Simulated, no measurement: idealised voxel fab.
voxel air gaps: a process module
This is section cut - it's 280 nm across, gridded in 5 nm square cells.
Cross-section format: a grid of square cells, given as bands from top to bottom; each band is one or more rows of cells. The entry gives the band's vertical extent as a top height and a bottom height in nm, then its horizontal make-up as materials from left to right, each with a width in nm. "empty" stands for empty space; a single material marked "all across" fills the band edge to edge. Below 0: as-received wafer, all one material; heights counted from there. Lowest band: no bottom, goes on down, written "0..down". A width given as "30->40" starts at the first number in the band's top row and ends at the second number in its bottom row, shifting by an equal amount at every step from row to row. For the purposes of this document, the phrase "no modification" attached to a step denotes that no cell within the cross-section was modified by that step. For the entry "Sealed void list", the listed items are empty spaces with no open way to the top whose size is 8 cells or more; each item follows the pattern width x height at distance, where distance is from the left edge and all three are in nm. Step line, after settings: the simulator's comment on this step. The line of a step may include "overlay nm". On a step with a mask, this value is how far to the right of its planned place the mask lay. A negative value means the mask lay to the left.

## The following list gives the planned process steps
- 1: RECEIVE,material Si
- 2: CONFORMAL_DEP,material SiO2,thk nm 15
- 3: CONFORMAL_DEP,material SiCN,thk nm 5
- 4: DIRECTIONAL_DEP,material SiO2,thk nm 30
- 5: DIRECTIONAL_DEP,material aC,thk nm 10
- 6: PATTERN,tone open,mask id LINES,material resist,width nm 15,pitch nm 40,thk nm 30,overlay nm 0
- 7: DIRECTIONAL_ETCH,etch materials aC,depth nm 10
- 8: STRIP,etch materials resist
- 9: DIRECTIONAL_ETCH,etch materials SiO2,depth nm 30
- 10: STRIP,etch materials aC
- 11: CONFORMAL_DEP,material TiN,thk nm 5
- 12: FILL_DEP,material Cu,thk nm 5
- 13: CMP,height nm 50
- 14: EPI,material Ru,thk nm 10
- 15: SELECTIVE_ETCH,etch materials SiO2,depth nm 40
- 16: CONFORMAL_DEP,material SiCN,thk nm 5

## As received (post step 1): cross-section
	0..down = Si all across
	Sealed void list: none

## Final wafer profile in cross-section after the module, from the same start and plan as above, with one mistake made during processing
	65..60 = empty: 55, SiCN: 170, empty: 55
	60..50 = empty: 55, SiCN: 5, Ru: 160, SiCN: 5, empty: 55
	50..45 = empty: 55, SiCN: 15, TiN: 5, Cu: 10, TiN: 5, SiO2: 20, TiN: 5, Cu: 10, TiN: 5, SiO2: 20, TiN: 5, Cu: 10, TiN: 5, SiO2: 20, TiN: 5, Cu: 10, TiN: 5, SiCN: 15, empty: 55
	45..25 = empty: 65, SiCN: 5, TiN: 5, Cu: 10, TiN: 5, SiO2: 20, TiN: 5, Cu: 10, TiN: 5, SiO2: 20, TiN: 5, Cu: 10, TiN: 5, SiO2: 20, TiN: 5, Cu: 10, TiN: 5, SiCN: 5, empty: 65
	25..20 = SiCN: 70, TiN: 20, SiO2: 20, TiN: 20, SiO2: 20, TiN: 20, SiO2: 20, TiN: 20, SiCN: 70
	20..15 = SiCN all across
	15..0 = SiO2 all across
	0..down = Si all across
	Sealed void list: none
Error vs. plan: not per plan at step 6, really ran PATTERN,tone open,mask id LINES,material resist,width nm 20,pitch nm 40,thk nm 30,overlay nm 0
